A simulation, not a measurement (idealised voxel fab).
process module | voxel air gaps
The width of the displayed cross-section, cut, is 235 nm; its cells are square, with a size of 5 nm.
This document writes a cross-section as a grid whose cells are square, and gives it as bands, listed from the top down; one or more rows of cells form a band.
Quick guide to a band line: top height, bottom height (nm) up front; then every material left to right with its width in nm. Only one material and it's marked "everywhere"? Then it fills the band edge to edge. And "empty" just means empty space.
Where do heights start? At 0: under that level the wafer as delivered is made of one material only. And the lowest band has no floor; it just carries on downward, as in "z 0 and below".
It should be noted that a width expressed as "30..40" varies in equal increments from row to row of cells within the band, taking the value of the first number at the top row and that of the second number at the bottom row.
A step reported as "nothing got changed" is a step in which no cell of the cross-section changed.
The list in "Sealed cavities" covers empty spaces of 8 cells or more that cannot reach the top through any open way, and it gives each as width x height at distance; the distance is from the left edge, and width, height and distance are in nm.
On a step's line, text after the settings is the simulator commenting on that step.
What "overlay nm" on a step's line means: if the step has a mask, that mask lay this far to the right of its planned place, or, when the value is negative, to the left.
Process steps - plan:
step 1: RECEIVE | material Si
step 2: CONFORMAL_DEP | material SiO2 | thk nm 15
step 3: CONFORMAL_DEP | material SiCN | thk nm 5
step 4: DIRECTIONAL_DEP | material SiO2 | thk nm 35
step 5: DIRECTIONAL_DEP | material aC | thk nm 10
step 6: PATTERN | tone open | mask id LINES | material resist | width nm 25 | pitch nm 50 | thk nm 25 | overlay nm 0
step 7: DIRECTIONAL_ETCH | etch materials aC | depth nm 10
step 8: STRIP | etch materials resist
step 9: DIRECTIONAL_ETCH | etch materials SiO2 | depth nm 35
step 10: STRIP | etch materials aC
step 11: CONFORMAL_DEP | material TiN | thk nm 5
step 12: FILL_DEP | material Cu | thk nm 10
step 13: CMP | height nm 55
step 14: EPI | material Ru | thk nm 10
step 15: SELECTIVE_ETCH | etch materials SiO2 | depth nm 45
step 16: CONFORMAL_DEP | material SiCN | thk nm 5
Run as planned: first of two wafers:
Incoming wafer in cross-section (state: after step 1):
	z 0 and below  Si everywhere
	Sealed cavities: none
The wafer in cross-section once step 2 is complete:
	z 15 to 0  SiO2 everywhere
	Lower than 0, everything is as it was.
The wafer in cross-section once step 3 is complete:
	z 20 to 15  SiCN everywhere
	Lower than 15, everything is as it was.
The wafer in cross-section once step 4 is complete:
	z 55 to 20  SiO2 everywhere
	Lower than 20, everything is as it was.
The wafer in cross-section once step 5 is complete:
	z 65 to 55  aC everywhere
	Lower than 55, everything is as it was.
The wafer in cross-section once step 6 is complete:
	z 90 to 65  55 resist | 25 empty | 25 resist | 25 empty | 25 resist | 25 empty | 55 resist
	Lower than 65, everything is as it was.
The wafer in cross-section once step 7 is complete:
	z 80 to 65  55 resist | 25 empty | 25 resist | 25 empty | 25 resist | 25 empty | 55 resist
	z 65 to 55  55 aC | 25 empty | 25 aC | 25 empty | 25 aC | 25 empty | 55 aC
	Lower than 55, everything is as it was.
The wafer in cross-section once step 8 is complete:
	z 65 to 55  55 aC | 25 empty | 25 aC | 25 empty | 25 aC | 25 empty | 55 aC
	Lower than 55, everything is as it was.
The wafer in cross-section once step 9 is complete:
	z 65 to 55  55 aC | 25 empty | 25 aC | 25 empty | 25 aC | 25 empty | 55 aC
	z 55 to 20  55 SiO2 | 25 empty | 25 SiO2 | 25 empty | 25 SiO2 | 25 empty | 55 SiO2
	Lower than 20, everything is as it was.
The wafer in cross-section once step 10 is complete:
	z 55 to 20  55 SiO2 | 25 empty | 25 SiO2 | 25 empty | 25 SiO2 | 25 empty | 55 SiO2
	Lower than 20, everything is as it was.
The wafer in cross-section once step 11 is complete:
	z 60 to 55  60 TiN | 15 empty | 35 TiN | 15 empty | 35 TiN | 15 empty | 60 TiN
	z 55 to 25  55 SiO2 | 5 TiN | 15 empty | 5 TiN | 25 SiO2 | 5 TiN | 15 empty | 5 TiN | 25 SiO2 | 5 TiN | 15 empty | 5 TiN | 55 SiO2
	z 25 to 20  55 SiO2 | 25 TiN | 25 SiO2 | 25 TiN | 25 SiO2 | 25 TiN | 55 SiO2
	Lower than 20, everything is as it was.
The wafer in cross-section once step 12 is complete:
	z 70 to 60  Cu everywhere
	z 60 to 55  60 TiN | 15 Cu | 35 TiN | 15 Cu | 35 TiN | 15 Cu | 60 TiN
	z 55 to 25  55 SiO2 | 5 TiN | 15 Cu | 5 TiN | 25 SiO2 | 5 TiN | 15 Cu | 5 TiN | 25 SiO2 | 5 TiN | 15 Cu | 5 TiN | 55 SiO2
	Lower than 25, everything is as it was.
The wafer in cross-section once step 13 is complete:
	z 55 to 25  55 SiO2 | 5 TiN | 15 Cu | 5 TiN | 25 SiO2 | 5 TiN | 15 Cu | 5 TiN | 25 SiO2 | 5 TiN | 15 Cu | 5 TiN | 55 SiO2
	Lower than 25, everything is as it was.
The wafer in cross-section once step 14 is complete:
	z 65 to 55  45 empty | 45 Ru | 5 empty | 45 Ru | 5 empty | 45 Ru | 45 empty
	Lower than 55, everything is as it was.
The wafer in cross-section once step 15 is complete:
	z 65 to 55  45 empty | 45 Ru | 5 empty | 45 Ru | 5 empty | 45 Ru | 45 empty
	z 55 to 25  55 empty | 5 TiN | 15 Cu | 5 TiN | 25 empty | 5 TiN | 15 Cu | 5 TiN | 25 empty | 5 TiN | 15 Cu | 5 TiN | 55 empty
	z 25 to 20  55 empty | 25 TiN | 25 empty | 25 TiN | 25 empty | 25 TiN | 55 empty
	Lower than 20, everything is as it was.
The wafer in cross-section once step 16 is complete:
	z 70 to 65  40 empty | 155 SiCN | 40 empty
	z 65 to 55  40 empty | 5 SiCN | 45 Ru | 5 SiCN | 45 Ru | 5 SiCN | 45 Ru | 5 SiCN | 40 empty
	z 55 to 50  40 empty | 15 SiCN | 5 TiN | 15 Cu | 5 TiN | 25 SiCN | 5 TiN | 15 Cu | 5 TiN | 25 SiCN | 5 TiN | 15 Cu | 5 TiN | 15 SiCN | 40 empty
	z 50 to 25  50 empty | 5 SiCN | 5 TiN | 15 Cu | 5 TiN | 5 SiCN | 15 empty | 5 SiCN | 5 TiN | 15 Cu | 5 TiN | 5 SiCN | 15 empty | 5 SiCN | 5 TiN | 15 Cu | 5 TiN | 5 SiCN | 50 empty
	z 25 to 20  55 SiCN | 25 TiN | 25 SiCN | 25 TiN | 25 SiCN | 25 TiN | 55 SiCN
	Lower than 20, everything is as it was.
	Sealed cavities: 15 x 25 at 85; 15 x 25 at 135
Regarding the second of the two wafers: it shared the first wafer's starting condition and process plan, yet one error occurred during its execution. Its history coincides with that of the first wafer up to and including step 12:
X-section, second wafer, when step 13 was due to finish:
	z 45 to 25  55 SiO2 | 5 TiN | 15 Cu | 5 TiN | 25 SiO2 | 5 TiN | 15 Cu | 5 TiN | 25 SiO2 | 5 TiN | 15 Cu | 5 TiN | 55 SiO2
	Lower than 25, everything is as it was.
X-section, second wafer, when step 14 was due to finish:
	z 55 to 45  45 empty | 45 Ru | 5 empty | 45 Ru | 5 empty | 45 Ru | 45 empty
	Lower than 45, everything is as it was.
X-section, second wafer, when step 15 was due to finish:
	z 55 to 45  45 empty | 45 Ru | 5 empty | 45 Ru | 5 empty | 45 Ru | 45 empty
	z 45 to 25  55 empty | 5 TiN | 15 Cu | 5 TiN | 25 empty | 5 TiN | 15 Cu | 5 TiN | 25 empty | 5 TiN | 15 Cu | 5 TiN | 55 empty
	z 25 to 20  55 empty | 25 TiN | 25 empty | 25 TiN | 25 empty | 25 TiN | 55 empty
	Lower than 20, everything is as it was.
X-section, second wafer, when step 16 was due to finish:
	z 60 to 55  40 empty | 155 SiCN | 40 empty
	z 55 to 45  40 empty | 5 SiCN | 45 Ru | 5 SiCN | 45 Ru | 5 SiCN | 45 Ru | 5 SiCN | 40 empty
	z 45 to 40  40 empty | 15 SiCN | 5 TiN | 15 Cu | 5 TiN | 25 SiCN | 5 TiN | 15 Cu | 5 TiN | 25 SiCN | 5 TiN | 15 Cu | 5 TiN | 15 SiCN | 40 empty
	z 40 to 25  50 empty | 5 SiCN | 5 TiN | 15 Cu | 5 TiN | 5 SiCN | 15 empty | 5 SiCN | 5 TiN | 15 Cu | 5 TiN | 5 SiCN | 15 empty | 5 SiCN | 5 TiN | 15 Cu | 5 TiN | 5 SiCN | 50 empty
	z 25 to 20  55 SiCN | 25 TiN | 25 SiCN | 25 TiN | 25 SiCN | 25 TiN | 55 SiCN
	Lower than 20, everything is as it was.
	Sealed cavities: 15 x 15 at 85; 15 x 15 at 135
Misprocessing identified: rather than as planned, step 13 actually ran as CMP | height nm 45
Count the cells at the end and the second wafer has more or fewer of some materials than the first: -18 Cu; -12 SiCN; -12 TiN
